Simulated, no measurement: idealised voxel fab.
Herein follows the process module entitled voxel self aligned vias.
Xsec cut, 205 nm wide, square cell size 5 nm.
Each cross-section below is a grid of square cells, stated as bands in top-down order, with one or more rows of cells making up each band. Basically the band line says how high the top is and how high the bottom is, in nm, and then what's in it from left to right, every material with its width in nm. Empty space shows up as "blank", and if a single material carries "throughout" it runs the full band edge to edge. It should be noted that heights are counted from 0, beneath which the wafer as supplied is of one material throughout, and that the lowest band possesses no lower boundary but continues downward, as written in "top 0, no bottom". Top row gets the first number, bottom row gets the second, and each row in between changes by the same step: that is how a band width like "30..40" works. For the purposes of this document, the phrase "remained the same" attached to a step denotes that no cell within the cross-section was modified by that step. "Fully sealed voids" - sealed voids, min. 8 cells, no opening to top; format: width x height at distance (distance from left edge; nm throughout). The remark found on a step's line after its settings is issued by the simulator itself and pertains to that step. The "overlay nm" setting may appear on a step's line; for a step that uses a mask, it gives how far to the right of its planned position the mask lay, and a negative value indicates the left.
[The steps planned for the process are as follows]
1) RECEIVE (material Si)
2) CONFORMAL_DEP (material SiO2; thk nm 10)
3) CONFORMAL_DEP (material SiCN; thk nm 5)
4) DIRECTIONAL_DEP (material lowk; thk nm 30)
5) MASKED_ETCH (tone open; mask id LINES; width nm 20; pitch nm 50; etch materials lowk; depth nm 30; overlay nm 0)
6) CONFORMAL_DEP (material TiN; thk nm 5)
7) FILL_DEP (material W; thk nm 10)
8) CMP (height nm 45)
9) SELECTIVE_ETCH (etch materials W Ru TiN; depth nm 5)
10) FILL_DEP (material SiN; thk nm 10)
11) CMP (height nm 45)
12) DIRECTIONAL_DEP (material lowk; thk nm 20)
13) MASKED_ETCH (tone open; mask id VIAS; width nm 30; pitch nm 50; etch materials lowk; depth nm 20; overlay nm 0)
14) MASKED_ETCH (tone open; mask id VIAS; width nm 30; pitch nm 50; etch materials SiN; depth nm 5; overlay nm 0)
15) CONFORMAL_DEP (material TiN; thk nm 5)
16) FILL_DEP (material Cu; thk nm 10)
17) CMP (height nm 65)
18) CONFORMAL_DEP (material SiN; thk nm 5)
[The cross-section here shows the wafer as received, i.e. in its state after step 1]
* top 0, no bottom = Si throughout
* Fully sealed voids: none
[As-planned run: cross-section of the first of two wafers at end of module]
* top 70, bottom 65 = SiN throughout
* top 65, bottom 50 = 60 of lowk, 5 of TiN, 20 of Cu, 5 of TiN, 20 of lowk, 5 of TiN, 20 of Cu, 5 of TiN, 65 of lowk
* top 50, bottom 45 = 60 of lowk, 10 of TiN, 10 of Cu, 10 of TiN, 20 of lowk, 10 of TiN, 10 of Cu, 10 of TiN, 65 of lowk
* top 45, bottom 40 = 65 of lowk, 20 of TiN, 30 of lowk, 20 of TiN, 70 of lowk
* top 40, bottom 20 = 65 of lowk, 5 of TiN, 10 of W, 5 of TiN, 30 of lowk, 5 of TiN, 10 of W, 5 of TiN, 70 of lowk
* top 20, bottom 15 = 65 of lowk, 20 of TiN, 30 of lowk, 20 of TiN, 70 of lowk
* top 15, bottom 10 = SiCN throughout
* top 10, bottom 0 = SiO2 throughout
* top 0, no bottom = Si throughout
* Fully sealed voids: none
[Cross-section of the latter of the two wafers at module completion. It had an identical start and an identical plan to the former; in running it, one mistake was made]
* top 70, bottom 65 = SiN throughout
* top 65, bottom 50 = 60 of lowk, 5 of TiN, 20 of Cu, 5 of TiN, 20 of lowk, 5 of TiN, 20 of Cu, 5 of TiN, 65 of lowk
* top 50, bottom 45 = 60 of lowk, 30 of TiN, 20 of lowk, 30 of TiN, 65 of lowk
* top 45, bottom 40 = 60 of SiN, 5 of TiN, 20 of lowk, 5 of TiN, 20 of SiN, 5 of TiN, 20 of lowk, 5 of TiN, 65 of SiN
* top 40, bottom 20 = 60 of W, 5 of TiN, 20 of lowk, 5 of TiN, 20 of W, 5 of TiN, 20 of lowk, 5 of TiN, 65 of W
* top 20, bottom 15 = 65 of TiN, 20 of lowk, 30 of TiN, 20 of lowk, 70 of TiN
* top 15, bottom 10 = SiCN throughout
* top 10, bottom 0 = SiO2 throughout
* top 0, no bottom = Si throughout
* Fully sealed voids: none
The plan and the run diverged here: step 5 changed vs plan, executed as MASKED_ETCH (tone cover; mask id LINES; width nm 20; pitch nm 50; etch materials lowk; depth nm 30; overlay nm 0)
Once processing is complete, comparing cell counts shows that the second wafer has more or fewer of certain materials than the first: 4 fewer of Cu, 29 more of SiN, 25 more of TiN, 100 more of W, 150 fewer of lowk
